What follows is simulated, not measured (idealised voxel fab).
A process module follows: voxel capacitor over wiring.
Xsec cut, 245 nm wide, square cell size 5 nm.
Format of a cross-section: grid, square cells. Given as bands. Order: top down. Band: one or more rows of cells. A band entry consists of two parts. The first gives the height of the band's top and the height of its bottom, in nm. The rest lists the band's materials from left to right, each with its width in nm. A single material labelled with the word "edge to edge" fills the band from edge to edge, and the word "air" marks empty space. Heights from 0 (as-received wafer is one material below). Bottom band endless downward, as "top 0, no bottom". Think of "30 to 40" as a width that walks from the first number to the second as you go down the band, top row to bottom row, taking equal-sized steps from row to row. "identical to before" (step): cross-section cells unchanged, all of them. What "Sealed voids" gives you is every empty space of 8 cells or more that is cut off from the top. Each appears as width x height at distance, with the distance taken from the left edge and width, height and distance all in nm. Past the settings on a step's line: simulator remark, on that step. Among the settings permitted on a step's line is "overlay nm"; applied to a step with a mask, it specifies the extent to which the mask lay to the right of its planned position, whereas a negative figure signifies a position to the left.
# Steps in the process plan
| 1 | RECEIVE (material Si) |
| 2 | CONFORMAL_DEP (material SiO2; thk nm 15) |
| 3 | CONFORMAL_DEP (material SiN; thk nm 5) |
| 4 | DIRECTIONAL_DEP (material SiO2; thk nm 25) |
| 5 | DIRECTIONAL_DEP (material aC; thk nm 10) |
| 6 | PATTERN (tone open; mask id METAL_1; material resist; width nm 30; pitch nm 95; thk nm 30; overlay nm 0) |
| 7 | DIRECTIONAL_ETCH (etch materials aC; depth nm 10) |
| 8 | STRIP (etch materials resist) |
| 9 | DIRECTIONAL_ETCH (etch materials SiO2; depth nm 25) |
| 10 | DIRECTIONAL_ETCH (etch materials SiN; depth nm 5) |
| 11 | STRIP (etch materials aC) |
| 12 | CONFORMAL_DEP (material TiN; thk nm 5) |
| 13 | FILL_DEP (material Cu; thk nm 10) |
| 14 | CMP (height nm 45) |
| 15 | CONFORMAL_DEP (material SiCN; thk nm 5) |
| 16 | DIRECTIONAL_DEP (material SiO2; thk nm 15) |
| 17 | PATTERN (tone open; mask id PLUG_1; material resist; width nm 15; thk nm 20; overlay nm 0) |
| 18 | DIRECTIONAL_ETCH (etch materials SiO2; depth nm 15) |
| 19 | DIRECTIONAL_ETCH (etch materials SiCN; depth nm 5) |
| 20 | STRIP (etch materials resist) |
| 21 | CONFORMAL_DEP (material TiN; thk nm 5) |
| 22 | FILL_DEP (material Cu; thk nm 10) |
| 23 | CMP (height nm 65) |
| 24 | DIRECTIONAL_DEP (material TiN; thk nm 10) |
| 25 | DIRECTIONAL_DEP (material HfO2; thk nm 5) |
| 26 | DIRECTIONAL_DEP (material TiN; thk nm 5) |
| 27 | PATTERN (tone cover; mask id UPPER_PLATE; material resist; width nm 70; thk nm 15; overlay nm 0) |
| 28 | DIRECTIONAL_ETCH (etch materials TiN; depth nm 5) |
| 29 | DIRECTIONAL_ETCH (etch materials HfO2; depth nm 5) |
| 30 | STRIP (etch materials resist) |
| 31 | DIRECTIONAL_DEP (material aC; thk nm 10) |
| 32 | PATTERN (tone cover; mask id LOWER_PLATE; material resist; width nm 80; thk nm 30; overlay nm 0) |
| 33 | DIRECTIONAL_ETCH (etch materials aC; depth nm 10) |
| 34 | STRIP (etch materials resist) |
| 35 | DIRECTIONAL_ETCH (etch materials TiN; depth nm 10) |
| 36 | STRIP (etch materials aC) |
| 37 | FILL_DEP (material SiO2; thk nm 15) |
| 38 | CMP (height nm 95) |
| 39 | DIRECTIONAL_DEP (material aC; thk nm 15) |
| 40 | PATTERN (tone open; mask id PLUG_2; material resist; width nm 15; thk nm 35; overlay nm 0) |
| 41 | DIRECTIONAL_ETCH (etch materials aC; depth nm 15) |
| 42 | STRIP (etch materials resist) |
| 43 | DIRECTIONAL_ETCH (etch materials SiO2; depth nm 10) |
| 44 | STRIP (etch materials aC) |
| 45 | CONFORMAL_DEP (material TiN; thk nm 5) |
| 46 | FILL_DEP (material W; thk nm 10) |
| 47 | CMP (height nm 95) |
| 48 | CONFORMAL_DEP (material SiN; thk nm 5) |
# First wafer out of two, processed as planned
# So this is the incoming wafer in cross-section - it's already been through step 1
top 0, no bottom  Si edge to edge
Sealed voids: none
# Upon completion of step 2, the wafer appears in cross-section as shown
top 15, bottom 0  SiO2 edge to edge
below 0: unchanged
# Upon completion of step 3, the wafer appears in cross-section as shown
top 20, bottom 15  SiN edge to edge
below 15: unchanged
# Upon completion of step 4, the wafer appears in cross-section as shown
top 45, bottom 20  SiO2 edge to edge
below 20: unchanged
# Upon completion of step 5, the wafer appears in cross-section as shown
top 55, bottom 45  aC edge to edge
below 45: unchanged
# Upon completion of step 6, the wafer appears in cross-section as shown
top 85, bottom 55  60 resist | 30 air | 65 resist | 30 air | 60 resist
below 55: unchanged
# Upon completion of step 7, the wafer appears in cross-section as shown
top 75, bottom 55  60 resist | 30 air | 65 resist | 30 air | 60 resist
top 55, bottom 45  60 aC | 30 air | 65 aC | 30 air | 60 aC
below 45: unchanged
# Upon completion of step 8, the wafer appears in cross-section as shown
top 55, bottom 45  60 aC | 30 air | 65 aC | 30 air | 60 aC
below 45: unchanged
# Upon completion of step 9, the wafer appears in cross-section as shown
top 55, bottom 45  60 aC | 30 air | 65 aC | 30 air | 60 aC
top 45, bottom 20  60 SiO2 | 30 air | 65 SiO2 | 30 air | 60 SiO2
below 20: unchanged
# Upon completion of step 10, the wafer appears in cross-section as shown
top 55, bottom 45  60 aC | 30 air | 65 aC | 30 air | 60 aC
top 45, bottom 20  60 SiO2 | 30 air | 65 SiO2 | 30 air | 60 SiO2
top 20, bottom 15  60 SiN | 30 air | 65 SiN | 30 air | 60 SiN
below 15: unchanged
# Upon completion of step 11, the wafer appears in cross-section as shown
top 45, bottom 20  60 SiO2 | 30 air | 65 SiO2 | 30 air | 60 SiO2
below 20: unchanged
# Upon completion of step 12, the wafer appears in cross-section as shown
top 50, bottom 45  65 TiN | 20 air | 75 TiN | 20 air | 65 TiN
top 45, bottom 20  60 SiO2 | 5 TiN | 20 air | 5 TiN | 65 SiO2 | 5 TiN | 20 air | 5 TiN | 60 SiO2
top 20, bottom 15  60 SiN | 30 TiN | 65 SiN | 30 TiN | 60 SiN
below 15: unchanged
# Upon completion of step 13, the wafer appears in cross-section as shown
top 60, bottom 50  Cu edge to edge
top 50, bottom 45  65 TiN | 20 Cu | 75 TiN | 20 Cu | 65 TiN
top 45, bottom 20  60 SiO2 | 5 TiN | 20 Cu | 5 TiN | 65 SiO2 | 5 TiN | 20 Cu | 5 TiN | 60 SiO2
below 20: unchanged
# Upon completion of step 14, the wafer appears in cross-section as shown
top 45, bottom 20  60 SiO2 | 5 TiN | 20 Cu | 5 TiN | 65 SiO2 | 5 TiN | 20 Cu | 5 TiN | 60 SiO2
below 20: unchanged
# Upon completion of step 15, the wafer appears in cross-section as shown
top 50, bottom 45  SiCN edge to edge
below 45: unchanged
# Upon completion of step 16, the wafer appears in cross-section as shown
top 65, bottom 50  SiO2 edge to edge
below 50: unchanged
# Upon completion of step 17, the wafer appears in cross-section as shown
top 85, bottom 65  75 resist | 15 air | 155 resist
below 65: unchanged
# Upon completion of step 18, the wafer appears in cross-section as shown
top 85, bottom 65  75 resist | 15 air | 155 resist
top 65, bottom 50  75 SiO2 | 15 air | 155 SiO2
below 50: unchanged
# Upon completion of step 19, the wafer appears in cross-section as shown
top 85, bottom 65  75 resist | 15 air | 155 resist
top 65, bottom 50  75 SiO2 | 15 air | 155 SiO2
top 50, bottom 45  75 SiCN | 15 air | 155 SiCN
below 45: unchanged
# Upon completion of step 20, the wafer appears in cross-section as shown
top 65, bottom 50  75 SiO2 | 15 air | 155 SiO2
below 50: unchanged
# Upon completion of step 21, the wafer appears in cross-section as shown
top 70, bottom 65  80 TiN | 5 air | 160 TiN
top 65, bottom 50  75 SiO2 | 5 TiN | 5 air | 5 TiN | 155 SiO2
top 50, bottom 45  75 SiCN | 15 TiN | 155 SiCN
below 45: unchanged
# Upon completion of step 22, the wafer appears in cross-section as shown
top 80, bottom 70  Cu edge to edge
top 70, bottom 65  80 TiN | 5 Cu | 160 TiN
top 65, bottom 50  75 SiO2 | 5 TiN | 5 Cu | 5 TiN | 155 SiO2
below 50: unchanged
# Upon completion of step 23, the wafer appears in cross-section as shown
top 65, bottom 50  75 SiO2 | 5 TiN | 5 Cu | 5 TiN | 155 SiO2
below 50: unchanged
# Upon completion of step 24, the wafer appears in cross-section as shown
top 75, bottom 65  TiN edge to edge
below 65: unchanged
# Upon completion of step 25, the wafer appears in cross-section as shown
top 80, bottom 75  HfO2 edge to edge
below 75: unchanged
# Upon completion of step 26, the wafer appears in cross-section as shown
top 85, bottom 80  TiN edge to edge
below 80: unchanged
# Upon completion of step 27, the wafer appears in cross-section as shown
top 100, bottom 85  75 air | 70 resist | 100 air
below 85: unchanged
# Upon completion of step 28, the wafer appears in cross-section as shown
top 100, bottom 85  75 air | 70 resist | 100 air
top 85, bottom 80  75 air | 70 TiN | 100 air
below 80: unchanged
# Upon completion of step 29, the wafer appears in cross-section as shown
top 100, bottom 85  75 air | 70 resist | 100 air
top 85, bottom 80  75 air | 70 TiN | 100 air
top 80, bottom 75  75 air | 70 HfO2 | 100 air
below 75: unchanged
# Upon completion of step 30, the wafer appears in cross-section as shown
top 85, bottom 80  75 air | 70 TiN | 100 air
below 80: unchanged
# Upon completion of step 31, the wafer appears in cross-section as shown
top 95, bottom 85  75 air | 70 aC | 100 air
top 85, bottom 80  75 aC | 70 TiN | 100 aC
top 80, bottom 75  75 aC | 70 HfO2 | 100 aC
below 75: unchanged
# Upon completion of step 32, the wafer appears in cross-section as shown
top 125, bottom 95  70 air | 80 resist | 95 air
top 95, bottom 85  70 air | 5 resist | 70 aC | 5 resist | 95 air
below 85: unchanged
# Upon completion of step 33, the wafer appears in cross-section as shown
top 115, bottom 95  70 air | 80 resist | 95 air
top 95, bottom 85  70 air | 5 resist | 70 aC | 5 resist | 95 air
top 85, bottom 80  70 air | 5 aC | 70 TiN | 5 aC | 95 air
top 80, bottom 75  70 air | 5 aC | 70 HfO2 | 5 aC | 95 air
below 75: unchanged
# Upon completion of step 34, the wafer appears in cross-section as shown
top 95, bottom 85  75 air | 70 aC | 100 air
below 85: unchanged
# Upon completion of step 35, the wafer appears in cross-section as shown
top 95, bottom 85  75 air | 70 aC | 100 air
top 85, bottom 80  70 air | 5 aC | 70 TiN | 5 aC | 95 air
top 80, bottom 75  70 air | 5 aC | 70 HfO2 | 5 aC | 95 air
top 75, bottom 65  70 air | 80 TiN | 95 air
below 65: unchanged
# Upon completion of step 36, the wafer appears in cross-section as shown
top 85, bottom 80  75 air | 70 TiN | 100 air
top 80, bottom 75  75 air | 70 HfO2 | 100 air
below 75: unchanged
# Upon completion of step 37, the wafer appears in cross-section as shown
top 100, bottom 85  SiO2 edge to edge
top 85, bottom 80  75 SiO2 | 70 TiN | 100 SiO2
top 80, bottom 75  75 SiO2 | 70 HfO2 | 100 SiO2
top 75, bottom 65  70 SiO2 | 80 TiN | 95 SiO2
below 65: unchanged
# Upon completion of step 38, the wafer appears in cross-section as shown
top 95, bottom 85  SiO2 edge to edge
below 85: unchanged
# Upon completion of step 39, the wafer appears in cross-section as shown
top 110, bottom 95  aC edge to edge
below 95: unchanged
# Upon completion of step 40, the wafer appears in cross-section as shown
top 145, bottom 110  85 resist | 15 air | 145 resist
below 110: unchanged
# Upon completion of step 41, the wafer appears in cross-section as shown
top 130, bottom 110  85 resist | 15 air | 145 resist
top 110, bottom 95  85 aC | 15 air | 145 aC
below 95: unchanged
# Upon completion of step 42, the wafer appears in cross-section as shown
top 110, bottom 95  85 aC | 15 air | 145 aC
below 95: unchanged
# Upon completion of step 43, the wafer appears in cross-section as shown
top 110, bottom 95  85 aC | 15 air | 145 aC
top 95, bottom 85  85 SiO2 | 15 air | 145 SiO2
below 85: unchanged
# Upon completion of step 44, the wafer appears in cross-section as shown
top 95, bottom 85  85 SiO2 | 15 air | 145 SiO2
below 85: unchanged
# Upon completion of step 45, the wafer appears in cross-section as shown
top 100, bottom 95  90 TiN | 5 air | 150 TiN
top 95, bottom 90  85 SiO2 | 5 TiN | 5 air | 5 TiN | 145 SiO2
top 90, bottom 80  85 to 75 SiO2 | 15 to 70 TiN | 145 to 100 SiO2
below 80: unchanged
# Upon completion of step 46, the wafer appears in cross-section as shown
top 110, bottom 100  W edge to edge
top 100, bottom 95  90 TiN | 5 W | 150 TiN
top 95, bottom 90  85 SiO2 | 5 TiN | 5 W | 5 TiN | 145 SiO2
below 90: unchanged
# Upon completion of step 47, the wafer appears in cross-section as shown
top 95, bottom 90  85 SiO2 | 5 TiN | 5 W | 5 TiN | 145 SiO2
below 90: unchanged
# Upon completion of step 48, the wafer appears in cross-section as shown
top 100, bottom 95  SiN edge to edge
below 95: unchanged
# Now the other wafer: same start, same recipe, but we messed up one thing when running it. Up to and including step 2 it's the same as the first one
# Cross-section: second wafer, time at which step 3 was scheduled to end
top 30, bottom 15  SiN edge to edge
below 15: unchanged
# Cross-section: second wafer, time at which step 4 was scheduled to end
top 55, bottom 30  SiO2 edge to edge
below 30: unchanged
# Cross-section: second wafer, time at which step 5 was scheduled to end
top 65, bottom 55  aC edge to edge
below 55: unchanged
# Cross-section: second wafer, time at which step 6 was scheduled to end
top 95, bottom 65  60 resist | 30 air | 65 resist | 30 air | 60 resist
below 65: unchanged
# Cross-section: second wafer, time at which step 7 was scheduled to end
top 85, bottom 65  60 resist | 30 air | 65 resist | 30 air | 60 resist
top 65, bottom 55  60 aC | 30 air | 65 aC | 30 air | 60 aC
below 55: unchanged
# Cross-section: second wafer, time at which step 8 was scheduled to end
top 65, bottom 55  60 aC | 30 air | 65 aC | 30 air | 60 aC
below 55: unchanged
# Cross-section: second wafer, time at which step 9 was scheduled to end
top 65, bottom 55  60 aC | 30 air | 65 aC | 30 air | 60 aC
top 55, bottom 30  60 SiO2 | 30 air | 65 SiO2 | 30 air | 60 SiO2
below 30: unchanged
# Cross-section: second wafer, time at which step 10 was scheduled to end
top 65, bottom 55  60 aC | 30 air | 65 aC | 30 air | 60 aC
top 55, bottom 30  60 SiO2 | 30 air | 65 SiO2 | 30 air | 60 SiO2
top 30, bottom 25  60 SiN | 30 air | 65 SiN | 30 air | 60 SiN
below 25: unchanged
# Cross-section: second wafer, time at which step 11 was scheduled to end
top 55, bottom 30  60 SiO2 | 30 air | 65 SiO2 | 30 air | 60 SiO2
below 30: unchanged
# Cross-section: second wafer, time at which step 12 was scheduled to end
top 60, bottom 55  65 TiN | 20 air | 75 TiN | 20 air | 65 TiN
top 55, bottom 30  60 SiO2 | 5 TiN | 20 air | 5 TiN | 65 SiO2 | 5 TiN | 20 air | 5 TiN | 60 SiO2
top 30, bottom 25  60 SiN | 30 TiN | 65 SiN | 30 TiN | 60 SiN
below 25: unchanged
# Cross-section: second wafer, time at which step 13 was scheduled to end
top 70, bottom 60  Cu edge to edge
top 60, bottom 55  65 TiN | 20 Cu | 75 TiN | 20 Cu | 65 TiN
top 55, bottom 30  60 SiO2 | 5 TiN | 20 Cu | 5 TiN | 65 SiO2 | 5 TiN | 20 Cu | 5 TiN | 60 SiO2
below 30: unchanged
# Cross-section: second wafer, time at which step 14 was scheduled to end
top 45, bottom 30  60 SiO2 | 5 TiN | 20 Cu | 5 TiN | 65 SiO2 | 5 TiN | 20 Cu | 5 TiN | 60 SiO2
below 30: unchanged
# Cross-section: second wafer, time at which step 15 was scheduled to end
top 50, bottom 45  SiCN edge to edge
below 45: unchanged
# Cross-section: second wafer, time at which step 16 was scheduled to end
top 65, bottom 50  SiO2 edge to edge
below 50: unchanged
# Cross-section: second wafer, time at which step 17 was scheduled to end
top 85, bottom 65  75 resist | 15 air | 155 resist
below 65: unchanged
# Cross-section: second wafer, time at which step 18 was scheduled to end
top 85, bottom 65  75 resist | 15 air | 155 resist
top 65, bottom 50  75 SiO2 | 15 air | 155 SiO2
below 50: unchanged
# Cross-section: second wafer, time at which step 19 was scheduled to end
top 85, bottom 65  75 resist | 15 air | 155 resist
top 65, bottom 50  75 SiO2 | 15 air | 155 SiO2
top 50, bottom 45  75 SiCN | 15 air | 155 SiCN
below 45: unchanged
# Cross-section: second wafer, time at which step 20 was scheduled to end
top 65, bottom 50  75 SiO2 | 15 air | 155 SiO2
below 50: unchanged
# Cross-section: second wafer, time at which step 21 was scheduled to end
top 70, bottom 65  80 TiN | 5 air | 160 TiN
top 65, bottom 50  75 SiO2 | 5 TiN | 5 air | 5 TiN | 155 SiO2
top 50, bottom 45  75 SiCN | 15 TiN | 155 SiCN
below 45: unchanged
# Cross-section: second wafer, time at which step 22 was scheduled to end
top 80, bottom 70  Cu edge to edge
top 70, bottom 65  80 TiN | 5 Cu | 160 TiN
top 65, bottom 50  75 SiO2 | 5 TiN | 5 Cu | 5 TiN | 155 SiO2
below 50: unchanged
# Cross-section: second wafer, time at which step 23 was scheduled to end
top 65, bottom 50  75 SiO2 | 5 TiN | 5 Cu | 5 TiN | 155 SiO2
below 50: unchanged
# Cross-section: second wafer, time at which step 24 was scheduled to end
top 75, bottom 65  TiN edge to edge
below 65: unchanged
# Cross-section: second wafer, time at which step 25 was scheduled to end
top 80, bottom 75  HfO2 edge to edge
below 75: unchanged
# Cross-section: second wafer, time at which step 26 was scheduled to end
top 85, bottom 80  TiN edge to edge
below 80: unchanged
# Cross-section: second wafer, time at which step 27 was scheduled to end
top 100, bottom 85  75 air | 70 resist | 100 air
below 85: unchanged
# Cross-section: second wafer, time at which step 28 was scheduled to end
top 100, bottom 85  75 air | 70 resist | 100 air
top 85, bottom 80  75 air | 70 TiN | 100 air
below 80: unchanged
# Cross-section: second wafer, time at which step 29 was scheduled to end
top 100, bottom 85  75 air | 70 resist | 100 air
top 85, bottom 80  75 air | 70 TiN | 100 air
top 80, bottom 75  75 air | 70 HfO2 | 100 air
below 75: unchanged
# Cross-section: second wafer, time at which step 30 was scheduled to end
top 85, bottom 80  75 air | 70 TiN | 100 air
below 80: unchanged
# Cross-section: second wafer, time at which step 31 was scheduled to end
top 95, bottom 85  75 air | 70 aC | 100 air
top 85, bottom 80  75 aC | 70 TiN | 100 aC
top 80, bottom 75  75 aC | 70 HfO2 | 100 aC
below 75: unchanged
# Cross-section: second wafer, time at which step 32 was scheduled to end
top 125, bottom 95  70 air | 80 resist | 95 air
top 95, bottom 85  70 air | 5 resist | 70 aC | 5 resist | 95 air
below 85: unchanged
# Cross-section: second wafer, time at which step 33 was scheduled to end
top 115, bottom 95  70 air | 80 resist | 95 air
top 95, bottom 85  70 air | 5 resist | 70 aC | 5 resist | 95 air
top 85, bottom 80  70 air | 5 aC | 70 TiN | 5 aC | 95 air
top 80, bottom 75  70 air | 5 aC | 70 HfO2 | 5 aC | 95 air
below 75: unchanged
# Cross-section: second wafer, time at which step 34 was scheduled to end
top 95, bottom 85  75 air | 70 aC | 100 air
below 85: unchanged
# Cross-section: second wafer, time at which step 35 was scheduled to end
top 95, bottom 85  75 air | 70 aC | 100 air
top 85, bottom 80  70 air | 5 aC | 70 TiN | 5 aC | 95 air
top 80, bottom 75  70 air | 5 aC | 70 HfO2 | 5 aC | 95 air
top 75, bottom 65  70 air | 80 TiN | 95 air
below 65: unchanged
# Cross-section: second wafer, time at which step 36 was scheduled to end
top 85, bottom 80  75 air | 70 TiN | 100 air
top 80, bottom 75  75 air | 70 HfO2 | 100 air
below 75: unchanged
# Cross-section: second wafer, time at which step 37 was scheduled to end
top 100, bottom 85  SiO2 edge to edge
top 85, bottom 80  75 SiO2 | 70 TiN | 100 SiO2
top 80, bottom 75  75 SiO2 | 70 HfO2 | 100 SiO2
top 75, bottom 65  70 SiO2 | 80 TiN | 95 SiO2
below 65: unchanged
# Cross-section: second wafer, time at which step 38 was scheduled to end
top 95, bottom 85  SiO2 edge to edge
below 85: unchanged
# Cross-section: second wafer, time at which step 39 was scheduled to end
top 110, bottom 95  aC edge to edge
below 95: unchanged
# Cross-section: second wafer, time at which step 40 was scheduled to end
top 145, bottom 110  85 resist | 15 air | 145 resist
below 110: unchanged
# Cross-section: second wafer, time at which step 41 was scheduled to end
top 130, bottom 110  85 resist | 15 air | 145 resist
top 110, bottom 95  85 aC | 15 air | 145 aC
below 95: unchanged
# Cross-section: second wafer, time at which step 42 was scheduled to end
top 110, bottom 95  85 aC | 15 air | 145 aC
below 95: unchanged
# Cross-section: second wafer, time at which step 43 was scheduled to end
top 110, bottom 95  85 aC | 15 air | 145 aC
top 95, bottom 85  85 SiO2 | 15 air | 145 SiO2
below 85: unchanged
# Cross-section: second wafer, time at which step 44 was scheduled to end
top 95, bottom 85  85 SiO2 | 15 air | 145 SiO2
below 85: unchanged
# Cross-section: second wafer, time at which step 45 was scheduled to end
top 100, bottom 95  90 TiN | 5 air | 150 TiN
top 95, bottom 90  85 SiO2 | 5 TiN | 5 air | 5 TiN | 145 SiO2
top 90, bottom 80  85 to 75 SiO2 | 15 to 70 TiN | 145 to 100 SiO2
below 80: unchanged
# Cross-section: second wafer, time at which step 46 was scheduled to end
top 110, bottom 100  W edge to edge
top 100, bottom 95  90 TiN | 5 W | 150 TiN
top 95, bottom 90  85 SiO2 | 5 TiN | 5 W | 5 TiN | 145 SiO2
below 90: unchanged
# Cross-section: second wafer, time at which step 47 was scheduled to end
top 95, bottom 90  85 SiO2 | 5 TiN | 5 W | 5 TiN | 145 SiO2
below 90: unchanged
# Cross-section: second wafer, time at which step 48 was scheduled to end
top 100, bottom 95  SiN edge to edge
below 95: unchanged
The mistake made against the process plan was this: step 3 was not run as planned; what actually ran was CONFORMAL_DEP (material SiN; thk nm 15)
It is noted that, at the conclusion of processing, the second wafer exhibits a higher or lower cell count for certain materials relative to the first: 16 fewer of Cu; 98 more of SiN; 74 fewer of SiO2; 8 fewer of TiN
